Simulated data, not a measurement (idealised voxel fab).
Process module under the name voxel trench capacitor
Cross-section cut spans 230 nm and uses square cells 5 nm in size.
Heads up, the way a cross-section reads in here is a grid of square cells, handed over as bands from the top down, with every band being one or more rows of cells. It is stipulated that each band's entry specify, in nanometres, the height of the top of the band and then that of its bottom, followed by the materials of the band in left-to-right sequence, each together with its width in nanometres. A single material marked by the word "edge to edge" is understood to fill the band from edge to edge; the word "blank" is understood to denote empty space. Note: height 0 marks the level under which the wafer is uniformly one material as received. Lowest band unbounded below, written "from 0 down". Width "30 to 40": first value at the band's top row of cells, second value at its bottom row, equal change from row to row. Step note "nothing got changed" = no cross-section cell changed. Each empty space that has no open way to the top and spans at least 8 cells appears under "Sealed cavities" as width x height at distance, the distance counted from the left edge, all in nm. On each step's line, the part that comes after the settings is the simulator's own comment on the step. "overlay nm", when on a step's line for a step with a mask, measures how far to the right of its planned place the mask lay; a negative measure means to the left.

**Intended process steps**
1: RECEIVE: material Si
2: CONFORMAL_DEP: material SiN, thk nm 10
3: MASKED_ETCH: tone open, mask id TRENCH, width nm 20, pitch nm 45, etch materials SiN, depth nm 10, overlay nm 0
4: MASKED_ETCH: tone open, mask id TRENCH, width nm 20, pitch nm 45, etch materials Si, depth nm 25, overlay nm 0
5: CONFORMAL_DEP: material SiO2, thk nm 5
6: FILL_DEP: material polySi, thk nm 10
7: CMP: height nm 10

**Here's what the wafer looked like in cross-section when it arrived - that's after step 1**
- from 0 down: Si edge to edge
- Sealed cavities: none

**Looking at the first of two wafers in cross-section at end of module - ran to plan**
- from 10 to 0: SiN 60 nm, then SiO2 5 nm, then polySi 10 nm, then SiO2 5 nm, then SiN 25 nm, then SiO2 5 nm, then polySi 10 nm, then SiO2 5 nm, then SiN 25 nm, then SiO2 5 nm, then polySi 10 nm, then SiO2 5 nm, then SiN 60 nm
- from 0 to -20: Si 60 nm, then SiO2 5 nm, then polySi 10 nm, then SiO2 5 nm, then Si 25 nm, then SiO2 5 nm, then polySi 10 nm, then SiO2 5 nm, then Si 25 nm, then SiO2 5 nm, then polySi 10 nm, then SiO2 5 nm, then Si 60 nm
- from -20 to -25: Si 60 nm, then SiO2 20 nm, then Si 25 nm, then SiO2 20 nm, then Si 25 nm, then SiO2 20 nm, then Si 60 nm
- from -25 down: Si edge to edge
- Sealed cavities: none

**Presented here is a cross-section of the second of the two wafers as it stood at the end of the module. It was started in the same manner and assigned the same plan as the first wafer; however, one mistake was made in its execution**
- from 10 to 0: SiN 60 nm, then SiO2 5 nm, then polySi 10 to 5 nm, then SiO2 5 to 10 nm, then SiN 25 nm, then SiO2 5 nm, then polySi 10 to 5 nm, then SiO2 5 to 10 nm, then SiN 25 nm, then SiO2 5 nm, then polySi 10 to 5 nm, then SiO2 5 to 10 nm, then SiN 60 nm
- from 0 to -20: Si 60 nm, then SiO2 5 nm, then polySi 5 nm, then SiO2 5 nm, then Si 30 nm, then SiO2 5 nm, then polySi 5 nm, then SiO2 5 nm, then Si 30 nm, then SiO2 5 nm, then polySi 5 nm, then SiO2 5 nm, then Si 65 nm
- from -20 to -25: Si 60 nm, then SiO2 15 nm, then Si 30 nm, then SiO2 15 nm, then Si 30 nm, then SiO2 15 nm, then Si 65 nm
- from -25 down: Si edge to edge
- Sealed cavities: none
So what did we get wrong on this run? the process deviated at step 4: the operation and settings actually run there were MASKED_ETCH: tone open, mask id TRENCH, width nm 20, pitch nm 45, etch materials Si, depth nm 25, overlay nm -5
Wafer comparison, final, in cells, second relative to first, materials more or fewer: +15 Si | -15 polySi
